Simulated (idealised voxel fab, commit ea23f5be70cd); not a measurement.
process module | voxel transistor to metal
cross-section cut | 300 nm wide | cells 5 nm
A cross-section is a grid of square cells, given in bands from the top down. A band is one or more rows of cells.
Each band's line starts with the height of the band's top and of its bottom, in nm. Then come its materials from left to right, each with its width in nm. One material with "throughout" fills the band from edge to edge. "air" is empty space.
Height 0 is the level under which the wafer as received is all one material. The lowest band goes on downwards, as in "0 down".
A width such as "30 to 40" changes by the same amount from each row of cells to the next, from the band's top row to its bottom row.
"no change" after a step means that no cell of the cross-section changed.
closed voids: empty space of 8 cells or more with no open way to the top, each as width x height at its distance from the left edge, in nm
after a step's settings: what the simulator itself notes on the step
overlay nm, on a step with a mask: how far to the right of its planned place the mask lay; to the left if negative
plan
1 op RECEIVE | material Si
2 op CONFORMAL_DEP | material SiO2 | thk nm 5
3 op CONFORMAL_DEP | material SiN | thk nm 15
4 op MASKED_ETCH | tone cover | mask id ACTIVE | width nm 115 | pitch nm 140 | etch materials SiN | depth nm 15 | overlay nm 0
5 op MASKED_ETCH | tone cover | mask id ACTIVE | width nm 115 | pitch nm 140 | etch materials SiO2 | depth nm 5 | overlay nm 0
6 op MASKED_ETCH | tone cover | mask id ACTIVE | width nm 115 | pitch nm 140 | etch materials Si | depth nm 25 | overlay nm 0
7 op FILL_DEP | material SiO2 | thk nm 5
8 op CMP | height nm 20
9 op SELECTIVE_ETCH | etch materials SiO2 | depth nm 15
10 op STRIP | etch materials SiN
11 op SELECTIVE_ETCH | etch materials SiO2 | depth nm 5
12 op OXIDIZE | depth nm 5
13 op DIRECTIONAL_DEP | material polySi | thk nm 25
14 op DIRECTIONAL_DEP | material SiCN | thk nm 15
15 op DIRECTIONAL_DEP | material aC | thk nm 15
16 op PATTERN | tone cover | mask id GATE | material resist | width nm 35 | pitch nm 140 | thk nm 30 | overlay nm 0
17 op DIRECTIONAL_ETCH | etch materials aC | depth nm 15
18 op STRIP | etch materials resist
19 op DIRECTIONAL_ETCH | etch materials SiCN | depth nm 25
20 op DIRECTIONAL_ETCH | etch materials polySi | depth nm 35
21 op STRIP | etch materials aC
22 op CONFORMAL_DEP | material SiO2 | thk nm 5
23 op DIRECTIONAL_ETCH | etch materials SiO2 | depth nm 5
24 op CONFORMAL_DEP | material SiN | thk nm 10
25 op DIRECTIONAL_ETCH | etch materials SiN | depth nm 10
26 op DIRECTIONAL_ETCH | etch materials SiO2 | depth nm 5
27 op EPI | material nSi | thk nm 5
28 op FILL_DEP | material SiO2 | thk nm 10
29 op CMP | height nm 25
30 op STRIP | etch materials polySi
31 op SELECTIVE_ETCH | etch materials SiO2 | depth nm 5
32 op CONFORMAL_DEP | material HfO2 | thk nm 5
33 op CONFORMAL_DEP | material TiN | thk nm 5
34 op FILL_DEP | material W | thk nm 5
35 op CMP | height nm 20
36 op DIRECTIONAL_DEP | material SiO2 | thk nm 15
37 op DIRECTIONAL_DEP | material aC | thk nm 10
38 op PATTERN | tone open | mask id CONTACT | material resist | width nm 15 | thk nm 25 | overlay nm 0
39 op DIRECTIONAL_ETCH | etch materials aC | depth nm 10
40 op STRIP | etch materials resist
41 op DIRECTIONAL_ETCH | etch materials SiO2 | depth nm 35
42 op STRIP | etch materials aC
43 op CONFORMAL_DEP | material TiN | thk nm 5
44 op FILL_DEP | material W | thk nm 5
45 op CMP | height nm 35
46 op DIRECTIONAL_DEP | material TiN | thk nm 5
47 op DIRECTIONAL_DEP | material W | thk nm 25
48 op DIRECTIONAL_DEP | material aC | thk nm 15
49 op PATTERN | tone cover | mask id METAL_1 | material resist | width nm 15 | thk nm 35 | overlay nm 0
50 op DIRECTIONAL_ETCH | etch materials aC | depth nm 15
51 op STRIP | etch materials resist
52 op DIRECTIONAL_ETCH | etch materials W | depth nm 25
53 op DIRECTIONAL_ETCH | etch materials TiN | depth nm 5
54 op STRIP | etch materials aC
55 op FILL_DEP | material SiO2 | thk nm 10
56 op CMP | height nm 65
57 op CONFORMAL_DEP | material SiN | thk nm 5
first wafer, as planned
as received, after step 1
  0 down: Si throughout
  closed voids: none
after step 2
  5 to 0: SiO2 throughout
  below 0: unchanged
after step 3
  20 to 5: SiN throughout
  below 5: unchanged
after step 4
  20 to 5: air 20 | SiN 115 | air 25 | SiN 115 | air 25
  below 5: unchanged
after step 5
  20 to 5: air 20 | SiN 115 | air 25 | SiN 115 | air 25
  5 to 0: air 20 | SiO2 115 | air 25 | SiO2 115 | air 25
  below 0: unchanged
after step 6
  20 to 5: air 20 | SiN 115 | air 25 | SiN 115 | air 25
  5 to 0: air 20 | SiO2 115 | air 25 | SiO2 115 | air 25
  0 to -25: air 20 | Si 115 | air 25 | Si 115 | air 25
  below -25: unchanged
after step 7
  25 to 20: SiO2 throughout
  20 to 5: SiO2 20 | SiN 115 | SiO2 25 | SiN 115 | SiO2 25
  5 to 0: SiO2 throughout
  0 to -25: SiO2 20 | Si 115 | SiO2 25 | Si 115 | SiO2 25
  below -25: unchanged
after step 8
  20 to 5: SiO2 20 | SiN 115 | SiO2 25 | SiN 115 | SiO2 25
  below 5: unchanged
after step 9
  20 to 5: air 20 | SiN 115 | air 25 | SiN 115 | air 25
  below 5: unchanged
after step 10
  5 to 0: SiO2 throughout
  below 0: unchanged
after step 11
  0 to -25: SiO2 20 | Si 115 | SiO2 25 | Si 115 | SiO2 25
  below -25: unchanged
after step 12
  0 to -5: SiO2 throughout
  below -5: unchanged
after step 13
  25 to 0: polySi throughout
  below 0: unchanged
after step 14
  40 to 25: SiCN throughout
  below 25: unchanged
after step 15
  55 to 40: aC throughout
  below 40: unchanged
after step 16
  85 to 55: air 60 | resist 35 | air 105 | resist 35 | air 65
  below 55: unchanged
after step 17
  70 to 55: air 60 | resist 35 | air 105 | resist 35 | air 65
  55 to 40: air 60 | aC 35 | air 105 | aC 35 | air 65
  below 40: unchanged
after step 18
  55 to 40: air 60 | aC 35 | air 105 | aC 35 | air 65
  below 40: unchanged
after step 19
  55 to 40: air 60 | aC 35 | air 105 | aC 35 | air 65
  40 to 25: air 60 | SiCN 35 | air 105 | SiCN 35 | air 65
  below 25: unchanged
after step 20
  55 to 40: air 60 | aC 35 | air 105 | aC 35 | air 65
  40 to 25: air 60 | SiCN 35 | air 105 | SiCN 35 | air 65
  25 to 0: air 60 | polySi 35 | air 105 | polySi 35 | air 65
  below 0: unchanged
after step 21
  40 to 25: air 60 | SiCN 35 | air 105 | SiCN 35 | air 65
  below 25: unchanged
after step 22
  45 to 40: air 55 | SiO2 45 | air 95 | SiO2 45 | air 60
  40 to 25: air 55 | SiO2 5 | SiCN 35 | SiO2 5 | air 95 | SiO2 5 | SiCN 35 | SiO2 5 | air 60
  25 to 5: air 55 | SiO2 5 | polySi 35 | SiO2 5 | air 95 | SiO2 5 | polySi 35 | SiO2 5 | air 60
  5 to 0: SiO2 60 | polySi 35 | SiO2 105 | polySi 35 | SiO2 65
  below 0: unchanged
after step 23
  40 to 25: air 55 | SiO2 5 | SiCN 35 | SiO2 5 | air 95 | SiO2 5 | SiCN 35 | SiO2 5 | air 60
  25 to 0: air 55 | SiO2 5 | polySi 35 | SiO2 5 | air 95 | SiO2 5 | polySi 35 | SiO2 5 | air 60
  below 0: unchanged
after step 24
  50 to 40: air 45 | SiN 65 | air 75 | SiN 65 | air 50
  40 to 25: air 45 | SiN 10 | SiO2 5 | SiCN 35 | SiO2 5 | SiN 10 | air 75 | SiN 10 | SiO2 5 | SiCN 35 | SiO2 5 | SiN 10 | air 50
  25 to 10: air 45 | SiN 10 | SiO2 5 | polySi 35 | SiO2 5 | SiN 10 | air 75 | SiN 10 | SiO2 5 | polySi 35 | SiO2 5 | SiN 10 | air 50
  10 to 0: SiN 55 | SiO2 5 | polySi 35 | SiO2 5 | SiN 95 | SiO2 5 | polySi 35 | SiO2 5 | SiN 60
  below 0: unchanged
after step 25
  40 to 25: air 45 | SiN 10 | SiO2 5 | SiCN 35 | SiO2 5 | SiN 10 | air 75 | SiN 10 | SiO2 5 | SiCN 35 | SiO2 5 | SiN 10 | air 50
  25 to 0: air 45 | SiN 10 | SiO2 5 | polySi 35 | SiO2 5 | SiN 10 | air 75 | SiN 10 | SiO2 5 | polySi 35 | SiO2 5 | SiN 10 | air 50
  below 0: unchanged
after step 26
  40 to 35: air 45 | SiN 10 | air 5 | SiCN 35 | air 5 | SiN 10 | air 75 | SiN 10 | air 5 | SiCN 35 | air 5 | SiN 10 | air 50
  35 to 25: air 45 | SiN 10 | SiO2 5 | SiCN 35 | SiO2 5 | SiN 10 | air 75 | SiN 10 | SiO2 5 | SiCN 35 | SiO2 5 | SiN 10 | air 50
  25 to 0: air 45 | SiN 10 | SiO2 5 | polySi 35 | SiO2 5 | SiN 10 | air 75 | SiN 10 | SiO2 5 | polySi 35 | SiO2 5 | SiN 10 | air 50
  0 to -5: air 45 | SiO2 65 | air 75 | SiO2 65 | air 50
  below -5: unchanged
after step 27
  40 to 35: air 45 | SiN 10 | air 5 | SiCN 35 | air 5 | SiN 10 | air 75 | SiN 10 | air 5 | SiCN 35 | air 5 | SiN 10 | air 50
  35 to 25: air 45 | SiN 10 | SiO2 5 | SiCN 35 | SiO2 5 | SiN 10 | air 75 | SiN 10 | SiO2 5 | SiCN 35 | SiO2 5 | SiN 10 | air 50
  25 to 0: air 45 | SiN 10 | SiO2 5 | polySi 35 | SiO2 5 | SiN 10 | air 75 | SiN 10 | SiO2 5 | polySi 35 | SiO2 5 | SiN 10 | air 50
  0 to -5: air 15 | nSi 30 | SiO2 65 | nSi 30 | air 15 | nSi 30 | SiO2 65 | nSi 30 | air 20
  below -5: unchanged
after step 28
  50 to 40: SiO2 throughout
  40 to 25: SiO2 45 | SiN 10 | SiO2 5 | SiCN 35 | SiO2 5 | SiN 10 | SiO2 75 | SiN 10 | SiO2 5 | SiCN 35 | SiO2 5 | SiN 10 | SiO2 50
  25 to 0: SiO2 45 | SiN 10 | SiO2 5 | polySi 35 | SiO2 5 | SiN 10 | SiO2 75 | SiN 10 | SiO2 5 | polySi 35 | SiO2 5 | SiN 10 | SiO2 50
  0 to -5: SiO2 15 | nSi 30 | SiO2 65 | nSi 30 | SiO2 15 | nSi 30 | SiO2 65 | nSi 30 | SiO2 20
  below -5: unchanged
after step 29
  25 to 0: SiO2 45 | SiN 10 | SiO2 5 | polySi 35 | SiO2 5 | SiN 10 | SiO2 75 | SiN 10 | SiO2 5 | polySi 35 | SiO2 5 | SiN 10 | SiO2 50
  below 0: unchanged
after step 30
  25 to 0: SiO2 45 | SiN 10 | SiO2 5 | air 35 | SiO2 5 | SiN 10 | SiO2 75 | SiN 10 | SiO2 5 | air 35 | SiO2 5 | SiN 10 | SiO2 50
  below 0: unchanged
after step 31
  25 to 20: air 45 | SiN 10 | air 45 | SiN 10 | air 75 | SiN 10 | air 45 | SiN 10 | air 50
  20 to 0: SiO2 45 | SiN 10 | air 45 | SiN 10 | SiO2 75 | SiN 10 | air 45 | SiN 10 | SiO2 50
  0 to -5: SiO2 15 | nSi 30 | SiO2 10 | air 45 | SiO2 10 | nSi 30 | SiO2 15 | nSi 30 | SiO2 10 | air 45 | SiO2 10 | nSi 30 | SiO2 20
  below -5: unchanged
after step 32
  30 to 25: air 40 | HfO2 20 | air 35 | HfO2 20 | air 65 | HfO2 20 | air 35 | HfO2 20 | air 45
  25 to 20: HfO2 45 | SiN 10 | HfO2 5 | air 35 | HfO2 5 | SiN 10 | HfO2 75 | SiN 10 | HfO2 5 | air 35 | HfO2 5 | SiN 10 | HfO2 50
  20 to 0: SiO2 45 | SiN 10 | HfO2 5 | air 35 | HfO2 5 | SiN 10 | SiO2 75 | SiN 10 | HfO2 5 | air 35 | HfO2 5 | SiN 10 | SiO2 50
  0 to -5: SiO2 15 | nSi 30 | SiO2 10 | HfO2 45 | SiO2 10 | nSi 30 | SiO2 15 | nSi 30 | SiO2 10 | HfO2 45 | SiO2 10 | nSi 30 | SiO2 20
  below -5: unchanged
after step 33
  35 to 30: air 35 | TiN 30 | air 25 | TiN 30 | air 55 | TiN 30 | air 25 | TiN 30 | air 40
  30 to 25: TiN 40 | HfO2 20 | TiN 5 | air 25 | TiN 5 | HfO2 20 | TiN 65 | HfO2 20 | TiN 5 | air 25 | TiN 5 | HfO2 20 | TiN 45
  25 to 20: HfO2 45 | SiN 10 | HfO2 5 | TiN 5 | air 25 | TiN 5 | HfO2 5 | SiN 10 | HfO2 75 | SiN 10 | HfO2 5 | TiN 5 | air 25 | TiN 5 | HfO2 5 | SiN 10 | HfO2 50
  20 to 5: SiO2 45 | SiN 10 | HfO2 5 | TiN 5 | air 25 | TiN 5 | HfO2 5 | SiN 10 | SiO2 75 | SiN 10 | HfO2 5 | TiN 5 | air 25 | TiN 5 | HfO2 5 | SiN 10 | SiO2 50
  5 to 0: SiO2 45 | SiN 10 | HfO2 5 | TiN 35 | HfO2 5 | SiN 10 | SiO2 75 | SiN 10 | HfO2 5 | TiN 35 | HfO2 5 | SiN 10 | SiO2 50
  below 0: unchanged
after step 34
  40 to 35: W throughout
  35 to 30: W 35 | TiN 30 | W 25 | TiN 30 | W 55 | TiN 30 | W 25 | TiN 30 | W 40
  30 to 25: TiN 40 | HfO2 20 | TiN 5 | W 25 | TiN 5 | HfO2 20 | TiN 65 | HfO2 20 | TiN 5 | W 25 | TiN 5 | HfO2 20 | TiN 45
  25 to 20: HfO2 45 | SiN 10 | HfO2 5 | TiN 5 | W 25 | TiN 5 | HfO2 5 | SiN 10 | HfO2 75 | SiN 10 | HfO2 5 | TiN 5 | W 25 | TiN 5 | HfO2 5 | SiN 10 | HfO2 50
  20 to 5: SiO2 45 | SiN 10 | HfO2 5 | TiN 5 | W 25 | TiN 5 | HfO2 5 | SiN 10 | SiO2 75 | SiN 10 | HfO2 5 | TiN 5 | W 25 | TiN 5 | HfO2 5 | SiN 10 | SiO2 50
  below 5: unchanged
after step 35
  20 to 5: SiO2 45 | SiN 10 | HfO2 5 | TiN 5 | W 25 | TiN 5 | HfO2 5 | SiN 10 | SiO2 75 | SiN 10 | HfO2 5 | TiN 5 | W 25 | TiN 5 | HfO2 5 | SiN 10 | SiO2 50
  below 5: unchanged
after step 36
  35 to 20: SiO2 throughout
  below 20: unchanged
after step 37
  45 to 35: aC throughout
  below 35: unchanged
after step 38
  70 to 45: resist 30 | air 15 | resist 65 | air 15 | resist 45 | air 15 | resist 65 | air 15 | resist 35
  below 45: unchanged
after step 39
  60 to 45: resist 30 | air 15 | resist 65 | air 15 | resist 45 | air 15 | resist 65 | air 15 | resist 35
  45 to 35: aC 30 | air 15 | aC 65 | air 15 | aC 45 | air 15 | aC 65 | air 15 | aC 35
  below 35: unchanged
after step 40
  45 to 35: aC 30 | air 15 | aC 65 | air 15 | aC 45 | air 15 | aC 65 | air 15 | aC 35
  below 35: unchanged
after step 41
  45 to 35: aC 30 | air 15 | aC 65 | air 15 | aC 45 | air 15 | aC 65 | air 15 | aC 35
  35 to 20: SiO2 30 | air 15 | SiO2 65 | air 15 | SiO2 45 | air 15 | SiO2 65 | air 15 | SiO2 35
  20 to 5: SiO2 30 | air 15 | SiN 10 | HfO2 5 | TiN 5 | W 25 | TiN 5 | HfO2 5 | SiN 10 | air 15 | SiO2 45 | air 15 | SiN 10 | HfO2 5 | TiN 5 | W 25 | TiN 5 | HfO2 5 | SiN 10 | air 15 | SiO2 35
  5 to 0: SiO2 30 | air 15 | SiN 10 | HfO2 5 | TiN 35 | HfO2 5 | SiN 10 | air 15 | SiO2 45 | air 15 | SiN 10 | HfO2 5 | TiN 35 | HfO2 5 | SiN 10 | air 15 | SiO2 35
  below 0: unchanged
after step 42
  35 to 20: SiO2 30 | air 15 | SiO2 65 | air 15 | SiO2 45 | air 15 | SiO2 65 | air 15 | SiO2 35
  below 20: unchanged
after step 43
  40 to 35: TiN 35 | air 5 | TiN 75 | air 5 | TiN 55 | air 5 | TiN 75 | air 5 | TiN 40
  35 to 20: SiO2 30 | TiN 5 | air 5 | TiN 5 | SiO2 65 | TiN 5 | air 5 | TiN 5 | SiO2 45 | TiN 5 | air 5 | TiN 5 | SiO2 65 | TiN 5 | air 5 | TiN 5 | SiO2 35
  20 to 5: SiO2 30 | TiN 5 | air 5 | TiN 5 | SiN 10 | HfO2 5 | TiN 5 | W 25 | TiN 5 | HfO2 5 | SiN 10 | TiN 5 | air 5 | TiN 5 | SiO2 45 | TiN 5 | air 5 | TiN 5 | SiN 10 | HfO2 5 | TiN 5 | W 25 | TiN 5 | HfO2 5 | SiN 10 | TiN 5 | air 5 | TiN 5 | SiO2 35
  5 to 0: SiO2 30 | TiN 15 | SiN 10 | HfO2 5 | TiN 35 | HfO2 5 | SiN 10 | TiN 15 | SiO2 45 | TiN 15 | SiN 10 | HfO2 5 | TiN 35 | HfO2 5 | SiN 10 | TiN 15 | SiO2 35
  below 0: unchanged
after step 44
  45 to 40: W throughout
  40 to 35: TiN 35 | W 5 | TiN 75 | W 5 | TiN 55 | W 5 | TiN 75 | W 5 | TiN 40
  35 to 20: SiO2 30 | TiN 5 | W 5 | TiN 5 | SiO2 65 | TiN 5 | W 5 | TiN 5 | SiO2 45 | TiN 5 | W 5 | TiN 5 | SiO2 65 | TiN 5 | W 5 | TiN 5 | SiO2 35
  20 to 5: SiO2 30 | TiN 5 | W 5 | TiN 5 | SiN 10 | HfO2 5 | TiN 5 | W 25 | TiN 5 | HfO2 5 | SiN 10 | TiN 5 | W 5 | TiN 5 | SiO2 45 | TiN 5 | W 5 | TiN 5 | SiN 10 | HfO2 5 | TiN 5 | W 25 | TiN 5 | HfO2 5 | SiN 10 | TiN 5 | W 5 | TiN 5 | SiO2 35
  below 5: unchanged
after step 45
  35 to 20: SiO2 30 | TiN 5 | W 5 | TiN 5 | SiO2 65 | TiN 5 | W 5 | TiN 5 | SiO2 45 | TiN 5 | W 5 | TiN 5 | SiO2 65 | TiN 5 | W 5 | TiN 5 | SiO2 35
  below 20: unchanged
after step 46
  40 to 35: TiN throughout
  below 35: unchanged
after step 47
  65 to 40: W throughout
  below 40: unchanged
after step 48
  80 to 65: aC throughout
  below 65: unchanged
after step 49
  115 to 80: air 30 | resist 15 | air 65 | resist 15 | air 45 | resist 15 | air 65 | resist 15 | air 35
  below 80: unchanged
after step 50
  100 to 80: air 30 | resist 15 | air 65 | resist 15 | air 45 | resist 15 | air 65 | resist 15 | air 35
  80 to 65: air 30 | aC 15 | air 65 | aC 15 | air 45 | aC 15 | air 65 | aC 15 | air 35
  below 65: unchanged
after step 51
  80 to 65: air 30 | aC 15 | air 65 | aC 15 | air 45 | aC 15 | air 65 | aC 15 | air 35
  below 65: unchanged
after step 52
  80 to 65: air 30 | aC 15 | air 65 | aC 15 | air 45 | aC 15 | air 65 | aC 15 | air 35
  65 to 40: air 30 | W 15 | air 65 | W 15 | air 45 | W 15 | air 65 | W 15 | air 35
  below 40: unchanged
after step 53
  80 to 65: air 30 | aC 15 | air 65 | aC 15 | air 45 | aC 15 | air 65 | aC 15 | air 35
  65 to 40: air 30 | W 15 | air 65 | W 15 | air 45 | W 15 | air 65 | W 15 | air 35
  40 to 35: air 30 | TiN 15 | air 65 | TiN 15 | air 45 | TiN 15 | air 65 | TiN 15 | air 35
  below 35: unchanged
after step 54
  65 to 40: air 30 | W 15 | air 65 | W 15 | air 45 | W 15 | air 65 | W 15 | air 35
  below 40: unchanged
after step 55
  75 to 65: SiO2 throughout
  65 to 40: SiO2 30 | W 15 | SiO2 65 | W 15 | SiO2 45 | W 15 | SiO2 65 | W 15 | SiO2 35
  40 to 35: SiO2 30 | TiN 15 | SiO2 65 | TiN 15 | SiO2 45 | TiN 15 | SiO2 65 | TiN 15 | SiO2 35
  below 35: unchanged
after step 56
  65 to 40: SiO2 30 | W 15 | SiO2 65 | W 15 | SiO2 45 | W 15 | SiO2 65 | W 15 | SiO2 35
  below 40: unchanged
after step 57
  70 to 65: SiN throughout
  below 65: unchanged
second wafer: like start, like plan, one mistake. Through step 33 it matches the first wafer
when step 34 should have ended
  40 to 30: TiN throughout
  30 to 25: TiN 40 | HfO2 20 | TiN 35 | HfO2 20 | TiN 65 | HfO2 20 | TiN 35 | HfO2 20 | TiN 45
  25 to 20: HfO2 45 | SiN 10 | HfO2 5 | TiN 35 | HfO2 5 | SiN 10 | HfO2 75 | SiN 10 | HfO2 5 | TiN 35 | HfO2 5 | SiN 10 | HfO2 50
  20 to 0: SiO2 45 | SiN 10 | HfO2 5 | TiN 35 | HfO2 5 | SiN 10 | SiO2 75 | SiN 10 | HfO2 5 | TiN 35 | HfO2 5 | SiN 10 | SiO2 50
  below 0: unchanged
when step 35 should have ended
  20 to 0: SiO2 45 | SiN 10 | HfO2 5 | TiN 35 | HfO2 5 | SiN 10 | SiO2 75 | SiN 10 | HfO2 5 | TiN 35 | HfO2 5 | SiN 10 | SiO2 50
  below 0: unchanged
when step 36 should have ended
  35 to 20: SiO2 throughout
  below 20: unchanged
when step 37 should have ended
  45 to 35: aC throughout
  below 35: unchanged
when step 38 should have ended
  70 to 45: resist 30 | air 15 | resist 65 | air 15 | resist 45 | air 15 | resist 65 | air 15 | resist 35
  below 45: unchanged
when step 39 should have ended
  60 to 45: resist 30 | air 15 | resist 65 | air 15 | resist 45 | air 15 | resist 65 | air 15 | resist 35
  45 to 35: aC 30 | air 15 | aC 65 | air 15 | aC 45 | air 15 | aC 65 | air 15 | aC 35
  below 35: unchanged
when step 40 should have ended
  45 to 35: aC 30 | air 15 | aC 65 | air 15 | aC 45 | air 15 | aC 65 | air 15 | aC 35
  below 35: unchanged
when step 41 should have ended
  45 to 35: aC 30 | air 15 | aC 65 | air 15 | aC 45 | air 15 | aC 65 | air 15 | aC 35
  35 to 20: SiO2 30 | air 15 | SiO2 65 | air 15 | SiO2 45 | air 15 | SiO2 65 | air 15 | SiO2 35
  20 to 0: SiO2 30 | air 15 | SiN 10 | HfO2 5 | TiN 35 | HfO2 5 | SiN 10 | air 15 | SiO2 45 | air 15 | SiN 10 | HfO2 5 | TiN 35 | HfO2 5 | SiN 10 | air 15 | SiO2 35
  below 0: unchanged
when step 42 should have ended
  35 to 20: SiO2 30 | air 15 | SiO2 65 | air 15 | SiO2 45 | air 15 | SiO2 65 | air 15 | SiO2 35
  below 20: unchanged
when step 43 should have ended
  40 to 35: TiN 35 | air 5 | TiN 75 | air 5 | TiN 55 | air 5 | TiN 75 | air 5 | TiN 40
  35 to 20: SiO2 30 | TiN 5 | air 5 | TiN 5 | SiO2 65 | TiN 5 | air 5 | TiN 5 | SiO2 45 | TiN 5 | air 5 | TiN 5 | SiO2 65 | TiN 5 | air 5 | TiN 5 | SiO2 35
  20 to 5: SiO2 30 | TiN 5 | air 5 | TiN 5 | SiN 10 | HfO2 5 | TiN 35 | HfO2 5 | SiN 10 | TiN 5 | air 5 | TiN 5 | SiO2 45 | TiN 5 | air 5 | TiN 5 | SiN 10 | HfO2 5 | TiN 35 | HfO2 5 | SiN 10 | TiN 5 | air 5 | TiN 5 | SiO2 35
  5 to 0: SiO2 30 | TiN 15 | SiN 10 | HfO2 5 | TiN 35 | HfO2 5 | SiN 10 | TiN 15 | SiO2 45 | TiN 15 | SiN 10 | HfO2 5 | TiN 35 | HfO2 5 | SiN 10 | TiN 15 | SiO2 35
  below 0: unchanged
when step 44 should have ended
  45 to 40: W throughout
  40 to 35: TiN 35 | W 5 | TiN 75 | W 5 | TiN 55 | W 5 | TiN 75 | W 5 | TiN 40
  35 to 20: SiO2 30 | TiN 5 | W 5 | TiN 5 | SiO2 65 | TiN 5 | W 5 | TiN 5 | SiO2 45 | TiN 5 | W 5 | TiN 5 | SiO2 65 | TiN 5 | W 5 | TiN 5 | SiO2 35
  20 to 5: SiO2 30 | TiN 5 | W 5 | TiN 5 | SiN 10 | HfO2 5 | TiN 35 | HfO2 5 | SiN 10 | TiN 5 | W 5 | TiN 5 | SiO2 45 | TiN 5 | W 5 | TiN 5 | SiN 10 | HfO2 5 | TiN 35 | HfO2 5 | SiN 10 | TiN 5 | W 5 | TiN 5 | SiO2 35
  below 5: unchanged
when step 45 should have ended
  35 to 20: SiO2 30 | TiN 5 | W 5 | TiN 5 | SiO2 65 | TiN 5 | W 5 | TiN 5 | SiO2 45 | TiN 5 | W 5 | TiN 5 | SiO2 65 | TiN 5 | W 5 | TiN 5 | SiO2 35
  below 20: unchanged
when step 46 should have ended
  40 to 35: TiN throughout
  below 35: unchanged
when step 47 should have ended
  65 to 40: W throughout
  below 40: unchanged
when step 48 should have ended
  80 to 65: aC throughout
  below 65: unchanged
when step 49 should have ended
  115 to 80: air 30 | resist 15 | air 65 | resist 15 | air 45 | resist 15 | air 65 | resist 15 | air 35
  below 80: unchanged
when step 50 should have ended
  100 to 80: air 30 | resist 15 | air 65 | resist 15 | air 45 | resist 15 | air 65 | resist 15 | air 35
  80 to 65: air 30 | aC 15 | air 65 | aC 15 | air 45 | aC 15 | air 65 | aC 15 | air 35
  below 65: unchanged
when step 51 should have ended
  80 to 65: air 30 | aC 15 | air 65 | aC 15 | air 45 | aC 15 | air 65 | aC 15 | air 35
  below 65: unchanged
when step 52 should have ended
  80 to 65: air 30 | aC 15 | air 65 | aC 15 | air 45 | aC 15 | air 65 | aC 15 | air 35
  65 to 40: air 30 | W 15 | air 65 | W 15 | air 45 | W 15 | air 65 | W 15 | air 35
  below 40: unchanged
when step 53 should have ended
  80 to 65: air 30 | aC 15 | air 65 | aC 15 | air 45 | aC 15 | air 65 | aC 15 | air 35
  65 to 40: air 30 | W 15 | air 65 | W 15 | air 45 | W 15 | air 65 | W 15 | air 35
  40 to 35: air 30 | TiN 15 | air 65 | TiN 15 | air 45 | TiN 15 | air 65 | TiN 15 | air 35
  below 35: unchanged
when step 54 should have ended
  65 to 40: air 30 | W 15 | air 65 | W 15 | air 45 | W 15 | air 65 | W 15 | air 35
  below 40: unchanged
when step 55 should have ended
  75 to 65: SiO2 throughout
  65 to 40: SiO2 30 | W 15 | SiO2 65 | W 15 | SiO2 45 | W 15 | SiO2 65 | W 15 | SiO2 35
  40 to 35: SiO2 30 | TiN 15 | SiO2 65 | TiN 15 | SiO2 45 | TiN 15 | SiO2 65 | TiN 15 | SiO2 35
  below 35: unchanged
when step 56 should have ended
  65 to 40: SiO2 30 | W 15 | SiO2 65 | W 15 | SiO2 45 | W 15 | SiO2 65 | W 15 | SiO2 35
  below 40: unchanged
when step 57 should have ended
  70 to 65: SiN throughout
  below 65: unchanged
what went wrong: step 34 ran as: op FILL_DEP | material TiN | thk nm 5
at the end the second wafer has, in cells: 30 more of TiN | 30 fewer of W
